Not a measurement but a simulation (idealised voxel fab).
Presented below is a process module, voxel gate over fins.
Section cut is 145 nm wide and gridded with 5 nm square cells.
Notation: cross-section as square-cell grid; stated in bands, top first, going down; one or more cell rows per band.
Heads up on the band format: heights come first, top then bottom, in nm. After that it's the materials left to right, each with its width in nm. A single material flagged "all across" fills the whole band edge to edge, and "empty" means there's empty space there.
It should be noted that heights are counted from 0, beneath which the wafer as supplied is of one material throughout, and that the lowest band possesses no lower boundary but continues downward, as written in "0..down".
Think of "30->40" as a width that walks from the first number to the second as you go down the band, top row to bottom row, taking equal-sized steps from row to row.
"remains unaltered" -> step changed no cross-section cell.
"Closed void register" - sealed voids, min. 8 cells, no opening to top; format: width x height at distance (distance from left edge; nm throughout).
Text after the settings on a step's line: the simulator's own remark on that step.
A step's line can hold "overlay nm"; with a mask on that step, the setting says how far right of the planned place the mask lay, while a negative setting says it lay to the left.
Intended process steps
1 op RECEIVE | material Si
2 op CONFORMAL_DEP | material SiN | thk nm 10
3 op DIRECTIONAL_DEP | material aC | thk nm 10
4 op PATTERN | tone cover | mask id FINS | material resist | width nm 15 | pitch nm 35 | thk nm 30 | overlay nm 0
5 op DIRECTIONAL_ETCH | etch materials aC | depth nm 10
6 op STRIP | etch materials resist
7 op DIRECTIONAL_ETCH | etch materials SiN | depth nm 10
8 op DIRECTIONAL_ETCH | etch materials Si | depth nm 40
9 op STRIP | etch materials aC
10 op OXIDIZE | depth nm 5
11 op FILL_DEP | material SiO2 | thk nm 5
12 op CMP | height nm 10
13 op SELECTIVE_ETCH | etch materials SiO2 | depth nm 25
14 op STRIP | etch materials SiN
15 op CONFORMAL_DEP | material HfO2 | thk nm 5
16 op CONFORMAL_DEP | material TiN | thk nm 5
17 op CONFORMAL_DEP | material TiAl | thk nm 5
18 op CONFORMAL_DEP | material TiN | thk nm 5
19 op FILL_DEP | material W | thk nm 15
20 op CMP | height nm 30
21 op CONFORMAL_DEP | material SiCN | thk nm 5
The first of the two wafers, which ran as planned
Shown in cross-section is the wafer as received, that is, as it stands after step 1
* 0..down | Si all across
* Closed void register: none
How the wafer stands in section after step 2
* 10..0 | SiN all across
* Whatever lies below 0 is exactly as it was before.
How the wafer stands in section after step 3
* 20..10 | aC all across
* Whatever lies below 10 is exactly as it was before.
How the wafer stands in section after step 4
* 50..20 | 45 nm empty; 15 nm resist; 20 nm empty; 15 nm resist; 50 nm empty
* Whatever lies below 20 is exactly as it was before.
How the wafer stands in section after step 5
* 40..20 | 45 nm empty; 15 nm resist; 20 nm empty; 15 nm resist; 50 nm empty
* 20..10 | 45 nm empty; 15 nm aC; 20 nm empty; 15 nm aC; 50 nm empty
* Whatever lies below 10 is exactly as it was before.
How the wafer stands in section after step 6
* 20..10 | 45 nm empty; 15 nm aC; 20 nm empty; 15 nm aC; 50 nm empty
* Whatever lies below 10 is exactly as it was before.
How the wafer stands in section after step 7
* 20..10 | 45 nm empty; 15 nm aC; 20 nm empty; 15 nm aC; 50 nm empty
* 10..0 | 45 nm empty; 15 nm SiN; 20 nm empty; 15 nm SiN; 50 nm empty
* Whatever lies below 0 is exactly as it was before.
How the wafer stands in section after step 8
* 20..10 | 45 nm empty; 15 nm aC; 20 nm empty; 15 nm aC; 50 nm empty
* 10..0 | 45 nm empty; 15 nm SiN; 20 nm empty; 15 nm SiN; 50 nm empty
* 0..-40 | 45 nm empty; 15 nm Si; 20 nm empty; 15 nm Si; 50 nm empty
* Whatever lies below -40 is exactly as it was before.
How the wafer stands in section after step 9
* 10..0 | 45 nm empty; 15 nm SiN; 20 nm empty; 15 nm SiN; 50 nm empty
* Whatever lies below 0 is exactly as it was before.
How the wafer stands in section after step 10
* 10..0 | 45 nm empty; 15 nm SiN; 20 nm empty; 15 nm SiN; 50 nm empty
* 0..-40 | 45 nm empty; 5 nm SiO2; 5 nm Si; 5 nm SiO2; 20 nm empty; 5 nm SiO2; 5 nm Si; 5 nm SiO2; 50 nm empty
* -40..-45 | 50 nm SiO2; 5 nm Si; 30 nm SiO2; 5 nm Si; 55 nm SiO2
* Whatever lies below -45 is exactly as it was before.
How the wafer stands in section after step 11
* 15..10 | SiO2 all across
* 10..0 | 45 nm SiO2; 15 nm SiN; 20 nm SiO2; 15 nm SiN; 50 nm SiO2
* 0..-45 | 50 nm SiO2; 5 nm Si; 30 nm SiO2; 5 nm Si; 55 nm SiO2
* Whatever lies below -45 is exactly as it was before.
How the wafer stands in section after step 12
* 10..0 | 45 nm SiO2; 15 nm SiN; 20 nm SiO2; 15 nm SiN; 50 nm SiO2
* Whatever lies below 0 is exactly as it was before.
How the wafer stands in section after step 13
* 10..0 | 45 nm empty; 15 nm SiN; 20 nm empty; 15 nm SiN; 50 nm empty
* 0..-15 | 50 nm empty; 5 nm Si; 30 nm empty; 5 nm Si; 55 nm empty
* Whatever lies below -15 is exactly as it was before.
How the wafer stands in section after step 14
* 0..-15 | 50 nm empty; 5 nm Si; 30 nm empty; 5 nm Si; 55 nm empty
* Whatever lies below -15 is exactly as it was before.
How the wafer stands in section after step 15
* 5..0 | 45 nm empty; 15 nm HfO2; 20 nm empty; 15 nm HfO2; 50 nm empty
* 0..-10 | 45 nm empty; 5 nm HfO2; 5 nm Si; 5 nm HfO2; 20 nm empty; 5 nm HfO2; 5 nm Si; 5 nm HfO2; 50 nm empty
* -10..-15 | 50 nm HfO2; 5 nm Si; 30 nm HfO2; 5 nm Si; 55 nm HfO2
* Whatever lies below -15 is exactly as it was before.
How the wafer stands in section after step 16
* 10..5 | 40 nm empty; 25 nm TiN; 10 nm empty; 25 nm TiN; 45 nm empty
* 5..0 | 40 nm empty; 5 nm TiN; 15 nm HfO2; 5 nm TiN; 10 nm empty; 5 nm TiN; 15 nm HfO2; 5 nm TiN; 45 nm empty
* 0..-5 | 40 nm empty; 5 nm TiN; 5 nm HfO2; 5 nm Si; 5 nm HfO2; 5 nm TiN; 10 nm empty; 5 nm TiN; 5 nm HfO2; 5 nm Si; 5 nm HfO2; 5 nm TiN; 45 nm empty
* -5..-10 | 45 nm TiN; 5 nm HfO2; 5 nm Si; 5 nm HfO2; 20 nm TiN; 5 nm HfO2; 5 nm Si; 5 nm HfO2; 50 nm TiN
* Whatever lies below -10 is exactly as it was before.
How the wafer stands in section after step 17
* 15..10 | 35 nm empty; 70 nm TiAl; 40 nm empty
* 10..5 | 35 nm empty; 5 nm TiAl; 25 nm TiN; 10 nm TiAl; 25 nm TiN; 5 nm TiAl; 40 nm empty
* 5..0 | 35 nm empty; 5 nm TiAl; 5 nm TiN; 15 nm HfO2; 5 nm TiN; 10 nm TiAl; 5 nm TiN; 15 nm HfO2; 5 nm TiN; 5 nm TiAl; 40 nm empty
* 0..-5 | 40 nm TiAl; 5 nm TiN; 5 nm HfO2; 5 nm Si; 5 nm HfO2; 5 nm TiN; 10 nm TiAl; 5 nm TiN; 5 nm HfO2; 5 nm Si; 5 nm HfO2; 5 nm TiN; 45 nm TiAl
* Whatever lies below -5 is exactly as it was before.
How the wafer stands in section after step 18
* 20..15 | 30 nm empty; 80 nm TiN; 35 nm empty
* 15..10 | 30 nm empty; 5 nm TiN; 70 nm TiAl; 5 nm TiN; 35 nm empty
* 10..5 | 30 nm empty; 5 nm TiN; 5 nm TiAl; 25 nm TiN; 10 nm TiAl; 25 nm TiN; 5 nm TiAl; 5 nm TiN; 35 nm empty
* 5..0 | 35 nm TiN; 5 nm TiAl; 5 nm TiN; 15 nm HfO2; 5 nm TiN; 10 nm TiAl; 5 nm TiN; 15 nm HfO2; 5 nm TiN; 5 nm TiAl; 40 nm TiN
* Whatever lies below 0 is exactly as it was before.
How the wafer stands in section after step 19
* 35..20 | W all across
* 20..15 | 30 nm W; 80 nm TiN; 35 nm W
* 15..10 | 30 nm W; 5 nm TiN; 70 nm TiAl; 5 nm TiN; 35 nm W
* 10..5 | 30 nm W; 5 nm TiN; 5 nm TiAl; 25 nm TiN; 10 nm TiAl; 25 nm TiN; 5 nm TiAl; 5 nm TiN; 35 nm W
* Whatever lies below 5 is exactly as it was before.
How the wafer stands in section after step 20
* 30..20 | W all across
* Whatever lies below 20 is exactly as it was before.
How the wafer stands in section after step 21
* 35..30 | SiCN all across
* Whatever lies below 30 is exactly as it was before.
For the second wafer, take the first wafer's start and plan, then add one mistake made in running it; everything through step 12, that step included, is shared with the first
Cross-sectional representation of the second wafer at the time designated in the plan for the completion of step 13
* 10..0 | 45 nm empty; 15 nm SiN; 20 nm empty; 15 nm SiN; 50 nm empty
* 0..-5 | 50 nm empty; 5 nm Si; 30 nm empty; 5 nm Si; 55 nm empty
* Whatever lies below -5 is exactly as it was before.
Cross-sectional representation of the second wafer at the time designated in the plan for the completion of step 14
* 0..-5 | 50 nm empty; 5 nm Si; 30 nm empty; 5 nm Si; 55 nm empty
* Whatever lies below -5 is exactly as it was before.
Cross-sectional representation of the second wafer at the time designated in the plan for the completion of step 15
* 5..0 | 45 nm empty; 15 nm HfO2; 20 nm empty; 15 nm HfO2; 50 nm empty
* 0..-5 | 50 nm HfO2; 5 nm Si; 30 nm HfO2; 5 nm Si; 55 nm HfO2
* Whatever lies below -5 is exactly as it was before.
Cross-sectional representation of the second wafer at the time designated in the plan for the completion of step 16
* 10..5 | 40 nm empty; 25 nm TiN; 10 nm empty; 25 nm TiN; 45 nm empty
* 5..0 | 45 nm TiN; 15 nm HfO2; 20 nm TiN; 15 nm HfO2; 50 nm TiN
* Whatever lies below 0 is exactly as it was before.
Cross-sectional representation of the second wafer at the time designated in the plan for the completion of step 17
* 15..10 | 35 nm empty; 70 nm TiAl; 40 nm empty
* 10..5 | 40 nm TiAl; 25 nm TiN; 10 nm TiAl; 25 nm TiN; 45 nm TiAl
* Whatever lies below 5 is exactly as it was before.
Cross-sectional representation of the second wafer at the time designated in the plan for the completion of step 18
* 20..15 | 30 nm empty; 80 nm TiN; 35 nm empty
* 15..10 | 35 nm TiN; 70 nm TiAl; 40 nm TiN
* Whatever lies below 10 is exactly as it was before.
Cross-sectional representation of the second wafer at the time designated in the plan for the completion of step 19
* 35..20 | W all across
* 20..15 | 30 nm W; 80 nm TiN; 35 nm W
* Whatever lies below 15 is exactly as it was before.
Cross-sectional representation of the second wafer at the time designated in the plan for the completion of step 20
* 30..20 | W all across
* Whatever lies below 20 is exactly as it was before.
Cross-sectional representation of the second wafer at the time designated in the plan for the completion of step 21
* 35..30 | SiCN all across
* Whatever lies below 30 is exactly as it was before.
Want to know what went wrong? step 13 ran differently from the plan; actual operation with settings: op SELECTIVE_ETCH | etch materials SiO2 | depth nm 15
Final wafer comparison in cells, second versus first, more or fewer per material: HfO2 -8 | SiO2 +54 | TiAl -8 | TiN -12 | W -26
